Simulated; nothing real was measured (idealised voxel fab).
Process module name: voxel self aligned contacts
We display cut, a cross-section 270 nm in width whose square cells are each 5 nm.
Cross-section layout: square cells on a grid; listed as bands, top to bottom; a band spans one or more cell rows.
Band: top and bottom heights (nm) first, top before bottom; then materials from left to right, widths in nm. "throughout" marks a sole material filling the band edge to edge. "empty" denotes empty space.
Basically, 0 is our baseline, since under it the wafer straight out of the box is all one material. The bottom band has no lower end and keeps on going down, so it looks like "0..down".
When a width is written as two numbers, as in "30->40", the first number is the width in the top row of cells of the band and the second is the width in its bottom row, and the width changes by the same amount from each row to the next.
"nothing changed" after a step means that no cell of the cross-section changed.
"Sealed internal cavities" contains a list of empty spaces, each no smaller than 8 cells and without an open way to the top, written in the form width x height at distance with the distance from the left edge and all three in nm.
Text after the settings on a step's line: the simulator's own remark on that step.
overlay nm: step with mask; distance mask lay right of planned place; negative value = left of planned place.

Steps in the process plan
step 1: RECEIVE | material Si
step 2: OXIDIZE | depth nm 5
step 3: DIRECTIONAL_DEP | material polySi | thk nm 30
step 4: DIRECTIONAL_DEP | material SiN | thk nm 20
step 5: DIRECTIONAL_DEP | material aC | thk nm 15
step 6: PATTERN | tone cover | mask id GATE | material resist | width nm 25 | pitch nm 55 | thk nm 30 | overlay nm -15
step 7: DIRECTIONAL_ETCH | etch materials aC | depth nm 15
step 8: STRIP | etch materials resist
step 9: DIRECTIONAL_ETCH | etch materials SiN | depth nm 20
step 10: DIRECTIONAL_ETCH | etch materials polySi | depth nm 30
step 11: STRIP | etch materials aC
step 12: CONFORMAL_DEP | material SiN | thk nm 5
step 13: DIRECTIONAL_ETCH | etch materials SiN | depth nm 5
step 14: FILL_DEP | material SiO2 | thk nm 15
step 15: CMP | height nm 60
step 16: MASKED_ETCH | tone open | mask id CONTACT | width nm 40 | etch materials SiO2 | depth nm 65 | overlay nm 0
step 17: CONFORMAL_DEP | material TiN | thk nm 5
step 18: FILL_DEP | material W | thk nm 5
step 19: CMP | height nm 60
step 20: CONFORMAL_DEP | material SiCN | thk nm 5
varied across the wafers: overlay nm of step 6. The plan shows the first wafer's value. All wafers start alike

Received condition of the first of several wafers, sectioned: post-step 1
	0..down  Si throughout
	Sealed internal cavities: none

Every row in this table is a wafer at the end of the module, and it gives, for each of the materials, the cells that wafer has gained (+) or lost (-) since it was received, then its closed voids
overlay nm -15; -54 Si; +54 SiCN; +80 SiN; +513 SiO2; +32 TiN; +17 W; +60 polySi; Sealed internal cavities: none
overlay nm -10; -54 Si; +54 SiCN; +80 SiN; +502 SiO2; +32 TiN; +28 W; +60 polySi; Sealed internal cavities: none
overlay nm -5; -54 Si; +54 SiCN; +80 SiN; +502 SiO2; +32 TiN; +28 W; +60 polySi; Sealed internal cavities: none
overlay nm 0; -54 Si; +54 SiCN; +80 SiN; +502 SiO2; +32 TiN; +28 W; +60 polySi; Sealed internal cavities: none
overlay nm 5; -54 Si; +54 SiCN; +80 SiN; +502 SiO2; +32 TiN; +28 W; +60 polySi; Sealed internal cavities: none
overlay nm 10; -54 Si; +54 SiCN; +80 SiN; +502 SiO2; +32 TiN; +28 W; +60 polySi; Sealed internal cavities: none
overlay nm 15; -54 Si; +54 SiCN; +80 SiN; +513 SiO2; +32 TiN; +17 W; +60 polySi; Sealed internal cavities: none
